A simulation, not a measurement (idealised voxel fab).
process module | voxel self aligned vias
cross-section cut | 165 nm wide | cells 5 nm
A cross-section is a grid of square cells, given in bands from the top down. A band is one or more rows of cells.
Each band's line starts with the height of the band's top and of its bottom, in nm. Then come its materials from left to right, each with its width in nm. One material with "throughout" fills the band from edge to edge. "air" is empty space.
Height 0 is the level under which the wafer as received is all one material. The lowest band goes on downwards, as in "0 down".
A width such as "30 to 40" changes by the same amount from each row of cells to the next, from the band's top row to its bottom row.
"no change" after a step means that no cell of the cross-section changed.
closed voids: empty space of 8 cells or more with no open way to the top, each as width x height at its distance from the left edge, in nm
after a step's settings: what the simulator itself notes on the step
overlay nm, on a step with a mask: how far to the right of its planned place the mask lay; to the left if negative
plan
1 op RECEIVE | material Si
2 op CONFORMAL_DEP | material SiO2 | thk nm 15
3 op CONFORMAL_DEP | material SiCN | thk nm 5
4 op DIRECTIONAL_DEP | material SiO2 | thk nm 20
5 op MASKED_ETCH | tone open | mask id LINES | width nm 20 | pitch nm 55 | etch materials SiO2 | depth nm 20 | overlay nm 0
6 op CONFORMAL_DEP | material TiN | thk nm 5
7 op FILL_DEP | material Ru | thk nm 5
8 op CMP | height nm 40
9 op SELECTIVE_ETCH | etch materials W Ru TiN | depth nm 5
10 op FILL_DEP | material SiN | thk nm 10
11 op CMP | height nm 40
12 op DIRECTIONAL_DEP | material SiO2 | thk nm 20
13 op DIRECTIONAL_DEP | material aC | thk nm 10
14 op PATTERN | tone open | mask id VIAS | material resist | width nm 30 | thk nm 30 | overlay nm 0
15 op DIRECTIONAL_ETCH | etch materials aC | depth nm 10
16 op STRIP | etch materials resist
17 op DIRECTIONAL_ETCH | etch materials SiO2 | depth nm 20
18 op DIRECTIONAL_ETCH | etch materials SiN | depth nm 5
19 op STRIP | etch materials aC
20 op CONFORMAL_DEP | material TiN | thk nm 5
21 op FILL_DEP | material Cu | thk nm 5
22 op CMP | height nm 60
23 op CONFORMAL_DEP | material SiCN | thk nm 5
first wafer, as planned
as received, after step 1
  0 down: Si throughout
  closed voids: none
after step 2
  15 to 0: SiO2 throughout
  below 0: unchanged
after step 3
  20 to 15: SiCN throughout
  below 15: unchanged
after step 4
  40 to 20: SiO2 throughout
  below 20: unchanged
after step 5
  40 to 20: SiO2 45 | air 20 | SiO2 35 | air 20 | SiO2 45
  below 20: unchanged
after step 6
  45 to 40: TiN 50 | air 10 | TiN 45 | air 10 | TiN 50
  40 to 25: SiO2 45 | TiN 5 | air 10 | TiN 5 | SiO2 35 | TiN 5 | air 10 | TiN 5 | SiO2 45
  25 to 20: SiO2 45 | TiN 20 | SiO2 35 | TiN 20 | SiO2 45
  below 20: unchanged
after step 7
  50 to 45: Ru throughout
  45 to 40: TiN 50 | Ru 10 | TiN 45 | Ru 10 | TiN 50
  40 to 25: SiO2 45 | TiN 5 | Ru 10 | TiN 5 | SiO2 35 | TiN 5 | Ru 10 | TiN 5 | SiO2 45
  below 25: unchanged
after step 8
  40 to 25: SiO2 45 | TiN 5 | Ru 10 | TiN 5 | SiO2 35 | TiN 5 | Ru 10 | TiN 5 | SiO2 45
  below 25: unchanged
after step 9
  40 to 35: SiO2 45 | air 20 | SiO2 35 | air 20 | SiO2 45
  below 35: unchanged
after step 10
  50 to 40: SiN throughout
  40 to 35: SiO2 45 | SiN 20 | SiO2 35 | SiN 20 | SiO2 45
  below 35: unchanged
after step 11
  40 to 35: SiO2 45 | SiN 20 | SiO2 35 | SiN 20 | SiO2 45
  below 35: unchanged
after step 12
  60 to 40: SiO2 throughout
  below 40: unchanged
after step 13
  70 to 60: aC throughout
  below 60: unchanged
after step 14
  100 to 70: resist 40 | air 30 | resist 95
  below 70: unchanged
after step 15
  90 to 70: resist 40 | air 30 | resist 95
  70 to 60: aC 40 | air 30 | aC 95
  below 60: unchanged
after step 16
  70 to 60: aC 40 | air 30 | aC 95
  below 60: unchanged
after step 17
  70 to 60: aC 40 | air 30 | aC 95
  60 to 40: SiO2 40 | air 30 | SiO2 95
  below 40: unchanged
after step 18
  70 to 60: aC 40 | air 30 | aC 95
  60 to 40: SiO2 40 | air 30 | SiO2 95
  40 to 35: SiO2 45 | air 20 | SiO2 35 | SiN 20 | SiO2 45
  below 35: unchanged
after step 19
  60 to 40: SiO2 40 | air 30 | SiO2 95
  below 40: unchanged
after step 20
  65 to 60: TiN 45 | air 20 | TiN 100
  60 to 45: SiO2 40 | TiN 5 | air 20 | TiN 5 | SiO2 95
  45 to 40: SiO2 40 | TiN 10 | air 10 | TiN 10 | SiO2 95
  40 to 35: SiO2 45 | TiN 20 | SiO2 35 | SiN 20 | SiO2 45
  below 35: unchanged
after step 21
  70 to 65: Cu throughout
  65 to 60: TiN 45 | Cu 20 | TiN 100
  60 to 45: SiO2 40 | TiN 5 | Cu 20 | TiN 5 | SiO2 95
  45 to 40: SiO2 40 | TiN 10 | Cu 10 | TiN 10 | SiO2 95
  below 40: unchanged
after step 22
  60 to 45: SiO2 40 | TiN 5 | Cu 20 | TiN 5 | SiO2 95
  below 45: unchanged
after step 23
  65 to 60: SiCN throughout
  below 60: unchanged
second wafer: like start, like plan, one mistake. Through step 4 it matches the first wafer
when step 5 should have ended
  40 to 20: SiO2 50 | air 20 | SiO2 35 | air 20 | SiO2 40
  below 20: unchanged
when step 6 should have ended
  45 to 40: TiN 55 | air 10 | TiN 45 | air 10 | TiN 45
  40 to 25: SiO2 50 | TiN 5 | air 10 | TiN 5 | SiO2 35 | TiN 5 | air 10 | TiN 5 | SiO2 40
  25 to 20: SiO2 50 | TiN 20 | SiO2 35 | TiN 20 | SiO2 40
  below 20: unchanged
when step 7 should have ended
  50 to 45: Ru throughout
  45 to 40: TiN 55 | Ru 10 | TiN 45 | Ru 10 | TiN 45
  40 to 25: SiO2 50 | TiN 5 | Ru 10 | TiN 5 | SiO2 35 | TiN 5 | Ru 10 | TiN 5 | SiO2 40
  below 25: unchanged
when step 8 should have ended
  40 to 25: SiO2 50 | TiN 5 | Ru 10 | TiN 5 | SiO2 35 | TiN 5 | Ru 10 | TiN 5 | SiO2 40
  below 25: unchanged
when step 9 should have ended
  40 to 35: SiO2 50 | air 20 | SiO2 35 | air 20 | SiO2 40
  below 35: unchanged
when step 10 should have ended
  50 to 40: SiN throughout
  40 to 35: SiO2 50 | SiN 20 | SiO2 35 | SiN 20 | SiO2 40
  below 35: unchanged
when step 11 should have ended
  40 to 35: SiO2 50 | SiN 20 | SiO2 35 | SiN 20 | SiO2 40
  below 35: unchanged
when step 12 should have ended
  60 to 40: SiO2 throughout
  below 40: unchanged
when step 13 should have ended
  70 to 60: aC throughout
  below 60: unchanged
when step 14 should have ended
  100 to 70: resist 40 | air 30 | resist 95
  below 70: unchanged
when step 15 should have ended
  90 to 70: resist 40 | air 30 | resist 95
  70 to 60: aC 40 | air 30 | aC 95
  below 60: unchanged
when step 16 should have ended
  70 to 60: aC 40 | air 30 | aC 95
  below 60: unchanged
when step 17 should have ended
  70 to 60: aC 40 | air 30 | aC 95
  60 to 40: SiO2 40 | air 30 | SiO2 95
  below 40: unchanged
when step 18 should have ended
  70 to 60: aC 40 | air 30 | aC 95
  60 to 40: SiO2 40 | air 30 | SiO2 95
  40 to 35: SiO2 50 | air 20 | SiO2 35 | SiN 20 | SiO2 40
  below 35: unchanged
when step 19 should have ended
  60 to 40: SiO2 40 | air 30 | SiO2 95
  below 40: unchanged
when step 20 should have ended
  65 to 60: TiN 45 | air 20 | TiN 100
  60 to 45: SiO2 40 | TiN 5 | air 20 | TiN 5 | SiO2 95
  45 to 40: SiO2 40 | TiN 15 | air 10 | TiN 5 | SiO2 95
  40 to 35: SiO2 50 | TiN 20 | SiO2 35 | SiN 20 | SiO2 40
  below 35: unchanged
when step 21 should have ended
  70 to 65: Cu throughout
  65 to 60: TiN 45 | Cu 20 | TiN 100
  60 to 45: SiO2 40 | TiN 5 | Cu 20 | TiN 5 | SiO2 95
  45 to 40: SiO2 40 | TiN 15 | Cu 10 | TiN 5 | SiO2 95
  below 40: unchanged
when step 22 should have ended
  60 to 45: SiO2 40 | TiN 5 | Cu 20 | TiN 5 | SiO2 95
  below 45: unchanged
when step 23 should have ended
  65 to 60: SiCN throughout
  below 60: unchanged
what went wrong: step 5 ran as: op MASKED_ETCH | tone open | mask id LINES | width nm 20 | pitch nm 55 | etch materials SiO2 | depth nm 20 | overlay nm 5
at the end the second wafer has, in cells: as many of each material as the first, in other places
